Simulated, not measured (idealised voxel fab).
Title: Process Module voxel ribs on slabs
The cross-section on display is named cut; it measures 200 nm wide, and its cells are 5 nm squares.
If you're reading a cross-section in this doc, picture square cells in a grid; it comes to you as bands, top ones listed first down to the bottom, and a band can be one or more rows of cells. A band entry consists of two parts. The first gives the height of the band's top and the height of its bottom, in nm. The rest lists the band's materials from left to right, each with its width in nm. A single material labelled with the word "everywhere" fills the band from edge to edge, and the word "air" marks empty space. Measure heights from 0. That's the level where, below it, the as-received wafer is all one material. The lowest band is bottomless and extends downward; write it as in "from 0 down". With a width like "30->40", each row of cells in the band differs from the next by the same amount, the top row carrying the first number and the bottom row the second. Any step labelled "identical to before" changed none of the cells in the cross-section. Empty spaces counting at least 8 cells and having no open way to the top are listed in "Unvented internal voids". The notation width x height at distance is used for each, the distance being from the left edge and all three values in nm. What comes after the settings on a step's line is commentary from the simulator itself on that step. A step line may carry the setting "overlay nm", which, for steps involving a mask, states the distance by which the mask lay to the right of its intended position; negative values denote displacement to the left.

[The planned process steps are enumerated hereunder]
1. RECEIVE,material Si
2. DIRECTIONAL_DEP,material SiO2,thk nm 30
3. DIRECTIONAL_DEP,material polySi,thk nm 15
4. PATTERN,tone cover,mask id RIB,material resist,width nm 30,thk nm 20,overlay nm 0
5. DIRECTIONAL_ETCH,etch materials polySi,depth nm 10
6. STRIP,etch materials resist
7. MASKED_ETCH,tone cover,mask id SLAB,width nm 80,etch materials polySi,depth nm 5,overlay nm 0
8. FILL_DEP,material SiO2,thk nm 30
9. CMP,height nm 65
10. DIRECTIONAL_DEP,material TiN,thk nm 10
11. DIRECTIONAL_DEP,material aC,thk nm 15
12. PATTERN,tone cover,mask id HEATER,material resist,width nm 40,thk nm 30,overlay nm 0
13. DIRECTIONAL_ETCH,etch materials aC,depth nm 15
14. STRIP,etch materials resist
15. DIRECTIONAL_ETCH,etch materials TiN,depth nm 10
16. STRIP,etch materials aC
17. CONFORMAL_DEP,material SiO2,thk nm 10

[The first of two wafers, run as planned]

[So this is the incoming wafer in cross-section - it's already been through step 1]
> from 0 down  Si everywhere
> Unvented internal voids: none

[Sectional view: wafer, after step 2]
> from 30 to 0  SiO2 everywhere
> Unchanged below 0.

[Sectional view: wafer, after step 3]
> from 45 to 30  polySi everywhere
> Unchanged below 30.

[Sectional view: wafer, after step 4]
> from 65 to 45  85 nm air | 30 nm resist | 85 nm air
> Unchanged below 45.

[Sectional view: wafer, after step 5]
> from 65 to 45  85 nm air | 30 nm resist | 85 nm air
> from 45 to 35  85 nm air | 30 nm polySi | 85 nm air
> Unchanged below 35.

[Sectional view: wafer, after step 6]
> from 45 to 35  85 nm air | 30 nm polySi | 85 nm air
> Unchanged below 35.

[Sectional view: wafer, after step 7]
> from 45 to 35  85 nm air | 30 nm polySi | 85 nm air
> from 35 to 30  60 nm air | 80 nm polySi | 60 nm air
> Unchanged below 30.

[Sectional view: wafer, after step 8]
> from 75 to 45  SiO2 everywhere
> from 45 to 35  85 nm SiO2 | 30 nm polySi | 85 nm SiO2
> from 35 to 30  60 nm SiO2 | 80 nm polySi | 60 nm SiO2
> Unchanged below 30.

[Sectional view: wafer, after step 9]
> from 65 to 45  SiO2 everywhere
> Unchanged below 45.

[Sectional view: wafer, after step 10]
> from 75 to 65  TiN everywhere
> Unchanged below 65.

[Sectional view: wafer, after step 11]
> from 90 to 75  aC everywhere
> Unchanged below 75.

[Sectional view: wafer, after step 12]
> from 120 to 90  80 nm air | 40 nm resist | 80 nm air
> Unchanged below 90.

[Sectional view: wafer, after step 13]
> from 105 to 90  80 nm air | 40 nm resist | 80 nm air
> from 90 to 75  80 nm air | 40 nm aC | 80 nm air
> Unchanged below 75.

[Sectional view: wafer, after step 14]
> from 90 to 75  80 nm air | 40 nm aC | 80 nm air
> Unchanged below 75.

[Sectional view: wafer, after step 15]
> from 90 to 75  80 nm air | 40 nm aC | 80 nm air
> from 75 to 65  80 nm air | 40 nm TiN | 80 nm air
> Unchanged below 65.

[Sectional view: wafer, after step 16]
> from 75 to 65  80 nm air | 40 nm TiN | 80 nm air
> Unchanged below 65.

[Sectional view: wafer, after step 17]
> from 85 to 75  70 nm air | 60 nm SiO2 | 70 nm air
> from 75 to 65  80 nm SiO2 | 40 nm TiN | 80 nm SiO2
> Unchanged below 65.

[The second wafer: identical to the first at the outset and in its planned sequence, differing only in that one mistake was made during processing; up to and including step 16, its path is the first wafer's path]

[Cross-section of the second wafer corresponding to the planned conclusion of step 17]
> from 85 to 75  70 nm air | 60 nm polySi | 70 nm air
> from 75 to 65  80 nm polySi | 40 nm TiN | 80 nm polySi
> Unchanged below 65.
Run error: off-plan run, step 17, actual operation and settings CONFORMAL_DEP,material polySi,thk nm 10
Counted in cells at the end, the second wafer holds more or fewer of these materials than the first: SiO2 -88 | polySi +88
